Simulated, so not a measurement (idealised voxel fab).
process module | voxel wiring stack
Pictured: cross-section cut, 230 nm wide, on a grid of 5 nm square cells.
A cross-section is a grid of square cells, given in bands from the top down. A band is one or more rows of cells. For a band, the entry starts with two heights in nm, that of the top and then that of the bottom, and carries on with the band's materials in order from left to right, each alongside its width in nm; the word "everywhere" beside a single material means it fills the band edge to edge, and "air" means empty space. Heights are expressed relative to 0, this being the level below which the as-received wafer comprises one material exclusively. The lowest band is unbounded in the downward direction and is denoted as in "from 0 down". A width such as "30..40" changes by the same amount from each row of cells to the next, from the band's top row to its bottom row. Where the words "no modifications" appear for a step, the cross-section shows no cell changed by that step; every cell remained as before. Voids not open to the top, 8 cells minimum: see "Unvented voids". Written width x height at distance; distance is from the left edge; nm. It should be noted that, on the line of a given step, the content following the step's settings is a remark produced by the simulator itself with respect to that step. overlay nm: right-of-plan distance of the mask on a masked step; negative values mean left-of-plan.
[Listed below are the process steps as planned]
1: RECEIVE: material Si
2: CONFORMAL_DEP: material SiO2, thk nm 10
3: DIRECTIONAL_DEP: material TiN, thk nm 5
4: DIRECTIONAL_DEP: material W, thk nm 25
5: MASKED_ETCH: tone cover, mask id METAL_1, width nm 25, pitch nm 40, etch materials W, depth nm 25, overlay nm 0
6: MASKED_ETCH: tone cover, mask id METAL_1, width nm 25, pitch nm 40, etch materials TiN, depth nm 5, overlay nm 0
7: CONFORMAL_DEP: material SiCN, thk nm 5
8: FILL_DEP: material lowk, thk nm 10
9: CMP: height nm 40
10: CONFORMAL_DEP: material SiCN, thk nm 5
11: DIRECTIONAL_DEP: material SiO2, thk nm 10
12: PATTERN: tone open, mask id PLUG_1, material resist, width nm 15, thk nm 20, overlay nm 0
13: DIRECTIONAL_ETCH: etch materials SiO2, depth nm 10
14: DIRECTIONAL_ETCH: etch materials SiCN, depth nm 5
15: STRIP: etch materials resist
16: CONFORMAL_DEP: material TiN, thk nm 5
17: FILL_DEP: material Ru, thk nm 5
18: CMP: height nm 55
19: CONFORMAL_DEP: material SiCN, thk nm 5
20: DIRECTIONAL_DEP: material lowk, thk nm 25
21: MASKED_ETCH: tone open, mask id METAL_2, width nm 25, pitch nm 40, etch materials lowk, depth nm 25, overlay nm 0
22: MASKED_ETCH: tone open, mask id METAL_2, width nm 25, pitch nm 40, etch materials SiCN, depth nm 5, overlay nm 0
23: CONFORMAL_DEP: material TiN, thk nm 5
24: FILL_DEP: material Cu, thk nm 5
25: CMP: height nm 85
26: CONFORMAL_DEP: material SiCN, thk nm 5
27: DIRECTIONAL_DEP: material lowk, thk nm 10
28: MASKED_ETCH: tone open, mask id PLUG_2, width nm 15, etch materials lowk, depth nm 10, overlay nm 0
29: MASKED_ETCH: tone open, mask id PLUG_2, width nm 15, etch materials SiCN, depth nm 5, overlay nm 0
30: CONFORMAL_DEP: material TiN, thk nm 5
31: FILL_DEP: material Cu, thk nm 5
32: CMP: height nm 100
33: DIRECTIONAL_DEP: material TiN, thk nm 5
34: DIRECTIONAL_DEP: material W, thk nm 25
35: DIRECTIONAL_DEP: material aC, thk nm 10
36: PATTERN: tone cover, mask id METAL_3, material resist, width nm 25, pitch nm 40, thk nm 25, overlay nm 0
37: DIRECTIONAL_ETCH: etch materials aC, depth nm 10
38: STRIP: etch materials resist
39: DIRECTIONAL_ETCH: etch materials W, depth nm 25
40: DIRECTIONAL_ETCH: etch materials TiN, depth nm 5
41: STRIP: etch materials aC
42: FILL_DEP: material lowk, thk nm 10
43: CMP: height nm 130
44: CONFORMAL_DEP: material SiCN, thk nm 5
45: DIRECTIONAL_DEP: material lowk, thk nm 10
46: MASKED_ETCH: tone open, mask id PLUG_3, width nm 15, etch materials lowk, depth nm 10, overlay nm 0
47: MASKED_ETCH: tone open, mask id PLUG_3, width nm 15, etch materials SiCN, depth nm 5, overlay nm 0
48: CONFORMAL_DEP: material TiN, thk nm 5
49: FILL_DEP: material W, thk nm 10
50: CMP: height nm 145
51: CONFORMAL_DEP: material SiN, thk nm 5
52: DIRECTIONAL_DEP: material SiO2, thk nm 25
53: MASKED_ETCH: tone open, mask id METAL_4, width nm 25, pitch nm 40, etch materials SiO2, depth nm 25, overlay nm 0
54: MASKED_ETCH: tone open, mask id METAL_4, width nm 25, pitch nm 40, etch materials SiN, depth nm 5, overlay nm 0
55: CONFORMAL_DEP: material TiN, thk nm 5
56: FILL_DEP: material Ru, thk nm 10
57: CMP: height nm 175
58: EPI: material Ru, thk nm 5
59: FILL_DEP: material SiCN, thk nm 5
[As-received state of the wafer in cross-section, equivalent to post-step 1]
from 0 down: Si everywhere
Unvented voids: none
[Cross-section: first of two wafers, module finished, run according to plan]
from 185 to 180: SiCN everywhere
from 180 to 175: 75 nm SiCN, 35 nm Ru, 5 nm SiCN, 35 nm Ru, 80 nm SiCN
from 175 to 150: 80 nm SiO2, 5 nm TiN, 15 nm Ru, 5 nm TiN, 15 nm SiO2, 5 nm TiN, 15 nm Ru, 5 nm TiN, 85 nm SiO2
from 150 to 145: 80 nm SiN, 25 nm TiN, 15 nm SiN, 25 nm TiN, 85 nm SiN
from 145 to 135: 80 nm lowk, 5 nm TiN, 5 nm W, 5 nm TiN, 135 nm lowk
from 135 to 130: 80 nm SiCN, 15 nm TiN, 135 nm SiCN
from 130 to 105: 80 nm lowk, 25 nm W, 15 nm lowk, 25 nm W, 85 nm lowk
from 105 to 100: 80 nm lowk, 25 nm TiN, 15 nm lowk, 25 nm TiN, 85 nm lowk
from 100 to 90: 80 nm lowk, 5 nm TiN, 5 nm Cu, 5 nm TiN, 135 nm lowk
from 90 to 85: 80 nm SiCN, 15 nm TiN, 135 nm SiCN
from 85 to 60: 80 nm lowk, 5 nm TiN, 15 nm Cu, 5 nm TiN, 15 nm lowk, 5 nm TiN, 15 nm Cu, 5 nm TiN, 85 nm lowk
from 60 to 55: 80 nm SiCN, 25 nm TiN, 15 nm SiCN, 25 nm TiN, 85 nm SiCN
from 55 to 45: 80 nm SiO2, 5 nm TiN, 5 nm Ru, 5 nm TiN, 135 nm SiO2
from 45 to 40: 80 nm SiCN, 15 nm TiN, 135 nm SiCN
from 40 to 15: 75 nm lowk, 5 nm SiCN, 25 nm W, 5 nm SiCN, 5 nm lowk, 5 nm SiCN, 25 nm W, 5 nm SiCN, 80 nm lowk
from 15 to 10: 80 nm SiCN, 25 nm TiN, 15 nm SiCN, 25 nm TiN, 85 nm SiCN
from 10 to 0: SiO2 everywhere
from 0 down: Si everywhere
Unvented voids: none
[So this is wafer number two of the two, cut at the end of the module - it started where the first did and had the same plan, we just got one thing wrong running it]
from 185 to 180: SiCN everywhere
from 180 to 175: 75 nm SiCN, 35 nm Ru, 5 nm SiCN, 35 nm Ru, 80 nm SiCN
from 175 to 150: 80 nm SiO2, 5 nm TiN, 15 nm Ru, 5 nm TiN, 15 nm SiO2, 5 nm TiN, 15 nm Ru, 5 nm TiN, 85 nm SiO2
from 150 to 145: 80 nm SiN, 25 nm TiN, 15 nm SiN, 25 nm TiN, 85 nm SiN
from 145 to 140: 85 nm lowk, 5 nm TiN, 5 nm W, 5 nm TiN, 130 nm lowk
from 140 to 135: 85 nm lowk, 15 nm TiN, 130 nm lowk
from 135 to 130: 85 nm SiCN, 10 nm TiN, 135 nm SiCN
from 130 to 105: 80 nm lowk, 25 nm W, 15 nm lowk, 25 nm W, 85 nm lowk
from 105 to 100: 80 nm lowk, 25 nm TiN, 15 nm lowk, 25 nm TiN, 85 nm lowk
from 100 to 90: 80 nm lowk, 5 nm TiN, 5 nm Cu, 5 nm TiN, 135 nm lowk
from 90 to 85: 80 nm SiCN, 15 nm TiN, 135 nm SiCN
from 85 to 60: 80 nm lowk, 5 nm TiN, 15 nm Cu, 5 nm TiN, 15 nm lowk, 5 nm TiN, 15 nm Cu, 5 nm TiN, 85 nm lowk
from 60 to 55: 80 nm SiCN, 25 nm TiN, 15 nm SiCN, 25 nm TiN, 85 nm SiCN
from 55 to 45: 80 nm SiO2, 5 nm TiN, 5 nm Ru, 5 nm TiN, 135 nm SiO2
from 45 to 40: 80 nm SiCN, 15 nm TiN, 135 nm SiCN
from 40 to 15: 75 nm lowk, 5 nm SiCN, 25 nm W, 5 nm SiCN, 5 nm lowk, 5 nm SiCN, 25 nm W, 5 nm SiCN, 80 nm lowk
from 15 to 10: 80 nm SiCN, 25 nm TiN, 15 nm SiCN, 25 nm TiN, 85 nm SiCN
from 10 to 0: SiO2 everywhere
from 0 down: Si everywhere
Unvented voids: none
Nonconformance to the process plan: so step 46 ended up running with a different setting than we planned, it ran as MASKED_ETCH: tone open, mask id PLUG_3, width nm 15, etch materials lowk, depth nm 10, overlay nm 5
FYI, end of process, the second wafer has more or fewer cells of some materials than the first: SiCN +1; W -1
